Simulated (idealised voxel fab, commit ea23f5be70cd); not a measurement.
voxel capacitor over wiring: a process module
For reference, the cross-section in this document is cut, with width 270 nm and square cells of 5 nm.
Cross-section format: a grid of square cells, given as bands from top to bottom; each band is one or more rows of cells.
Basically the band line says how high the top is and how high the bottom is, in nm, and then what's in it from left to right, every material with its width in nm. Empty space shows up as "empty", and if a single material carries "all across" it runs the full band edge to edge.
The level at which height equals 0 is the one under which the wafer, as it arrives, is entirely one material. No lower edge exists for the bottom band, which continues downward and is notated as in "0 -> down".
When a width is written as two numbers, as in "30->40", the first number is the width in the top row of cells of the band and the second is the width in its bottom row, and the width changes by the same amount from each row to the next.
A step reported as "remains unaltered" is a step in which no cell of the cross-section changed.
The list in "Fully sealed voids" covers empty spaces of 8 cells or more that cannot reach the top through any open way, and it gives each as width x height at distance; the distance is from the left edge, and width, height and distance are in nm.
If you see something after the settings on a step's line, that's the simulator's own remark about that step.
For masked steps, "overlay nm" on the step line gives how far right of plan the mask actually lay; a minus sign means it lay to the left.

THE PROCESS STEPS THAT WERE PLANNED ARE LISTED BELOW
1) RECEIVE [material Si]
2) CONFORMAL_DEP [material SiO2] [thk nm 15]
3) CONFORMAL_DEP [material SiN] [thk nm 5]
4) DIRECTIONAL_DEP [material lowk] [thk nm 20]
5) DIRECTIONAL_DEP [material aC] [thk nm 10]
6) PATTERN [tone open] [mask id METAL_1] [material resist] [width nm 20] [pitch nm 75] [thk nm 30] [overlay nm 0]
7) DIRECTIONAL_ETCH [etch materials aC] [depth nm 10]
8) STRIP [etch materials resist]
9) DIRECTIONAL_ETCH [etch materials lowk] [depth nm 20]
10) DIRECTIONAL_ETCH [etch materials SiN] [depth nm 5]
11) STRIP [etch materials aC]
12) CONFORMAL_DEP [material TiN] [thk nm 5]
13) FILL_DEP [material W] [thk nm 10]
14) CMP [height nm 40]
15) EPI [material Ru] [thk nm 5]
16) FILL_DEP [material SiCN] [thk nm 5]
17) DIRECTIONAL_DEP [material lowk] [thk nm 20]
18) DIRECTIONAL_DEP [material aC] [thk nm 15]
19) PATTERN [tone open] [mask id PLUG_1] [material resist] [width nm 15] [thk nm 35] [overlay nm 0]
20) DIRECTIONAL_ETCH [etch materials aC] [depth nm 15]
21) STRIP [etch materials resist]
22) DIRECTIONAL_ETCH [etch materials lowk] [depth nm 20]
23) DIRECTIONAL_ETCH [etch materials SiCN] [depth nm 5]
24) STRIP [etch materials aC]
25) CONFORMAL_DEP [material TiN] [thk nm 5]
26) FILL_DEP [material W] [thk nm 10]
27) CMP [height nm 70]
28) DIRECTIONAL_DEP [material TiN] [thk nm 10]
29) DIRECTIONAL_DEP [material SiN] [thk nm 5]
30) DIRECTIONAL_DEP [material TiN] [thk nm 5]
31) MASKED_ETCH [tone cover] [mask id UPPER_PLATE] [width nm 60] [etch materials TiN] [depth nm 5] [overlay nm 0]
32) MASKED_ETCH [tone cover] [mask id UPPER_PLATE] [width nm 60] [etch materials SiN] [depth nm 5] [overlay nm 0]
33) PATTERN [tone cover] [mask id LOWER_PLATE] [material resist] [width nm 70] [thk nm 15] [overlay nm 0]
34) DIRECTIONAL_ETCH [etch materials TiN] [depth nm 10]
35) STRIP [etch materials resist]
36) FILL_DEP [material SiO2] [thk nm 15]
37) CMP [height nm 100]
38) DIRECTIONAL_DEP [material aC] [thk nm 10]
39) PATTERN [tone open] [mask id PLUG_2] [material resist] [width nm 15] [thk nm 30] [overlay nm 0]
40) DIRECTIONAL_ETCH [etch materials aC] [depth nm 10]
41) STRIP [etch materials resist]
42) DIRECTIONAL_ETCH [etch materials SiO2] [depth nm 10]
43) STRIP [etch materials aC]
44) CONFORMAL_DEP [material TiN] [thk nm 5]
45) FILL_DEP [material Ru] [thk nm 10]
46) CMP [height nm 100]
47) CONFORMAL_DEP [material SiN] [thk nm 5]

INCOMING WAFER IN CROSS-SECTION (STATE: AFTER STEP 1)
0 -> down = Si all across
Fully sealed voids: none

FIRST OF TWO WAFERS, END-OF-MODULE SECTION, RUN FOLLOWED PLAN
105 -> 100 = SiN all across
100 -> 95 = 100 nm SiO2  5 nm TiN  5 nm Ru  5 nm TiN  155 nm SiO2
95 -> 85 = 100->90 nm SiO2  15->60 nm TiN  155->120 nm SiO2
85 -> 80 = 90 nm SiO2  60 nm SiN  120 nm SiO2
80 -> 70 = 85 nm SiO2  70 nm TiN  115 nm SiO2
70 -> 50 = 90 nm lowk  5 nm TiN  5 nm W  5 nm TiN  165 nm lowk
50 -> 45 = 90 nm SiCN  15 nm TiN  165 nm SiCN
45 -> 40 = 80 nm SiCN  30 nm Ru  45 nm SiCN  30 nm Ru  85 nm SiCN
40 -> 20 = 85 nm lowk  5 nm TiN  10 nm W  5 nm TiN  55 nm lowk  5 nm TiN  10 nm W  5 nm TiN  90 nm lowk
20 -> 15 = 85 nm SiN  20 nm TiN  55 nm SiN  20 nm TiN  90 nm SiN
15 -> 0 = SiO2 all across
0 -> down = Si all across
Fully sealed voids: none

END OF MODULE, SECOND WAFER, CROSS-SECTION. STARTED LIKE THE FIRST, PLANNED LIKE THE FIRST, RUN WITH ONE MISTAKE
105 -> 100 = SiN all across
100 -> 95 = 100 nm SiO2  5 nm TiN  5 nm Ru  5 nm TiN  155 nm SiO2
95 -> 90 = 100 nm SiO2  15 nm TiN  155 nm SiO2
90 -> 85 = 85 nm SiO2  5 nm TiN  60 nm SiO2  5 nm TiN  115 nm SiO2
85 -> 80 = SiN all across
80 -> 70 = TiN all across
70 -> 50 = 90 nm lowk  5 nm TiN  5 nm W  5 nm TiN  165 nm lowk
50 -> 45 = 90 nm SiCN  15 nm TiN  165 nm SiCN
45 -> 40 = 80 nm SiCN  30 nm Ru  45 nm SiCN  30 nm Ru  85 nm SiCN
40 -> 20 = 85 nm lowk  5 nm TiN  10 nm W  5 nm TiN  55 nm lowk  5 nm TiN  10 nm W  5 nm TiN  90 nm lowk
20 -> 15 = 85 nm SiN  20 nm TiN  55 nm SiN  20 nm TiN  90 nm SiN
15 -> 0 = SiO2 all across
0 -> down = Si all across
Fully sealed voids: none
Nonconformance to the process plan: step 31 was processed under conditions differing from the plan, specifically as MASKED_ETCH [tone open] [mask id UPPER_PLATE] [width nm 60] [etch materials TiN] [depth nm 5] [overlay nm 0]
The final cell counts differ between the wafers, with the second having more or fewer of some materials than the first: SiN +42 | SiO2 -112 | TiN +70
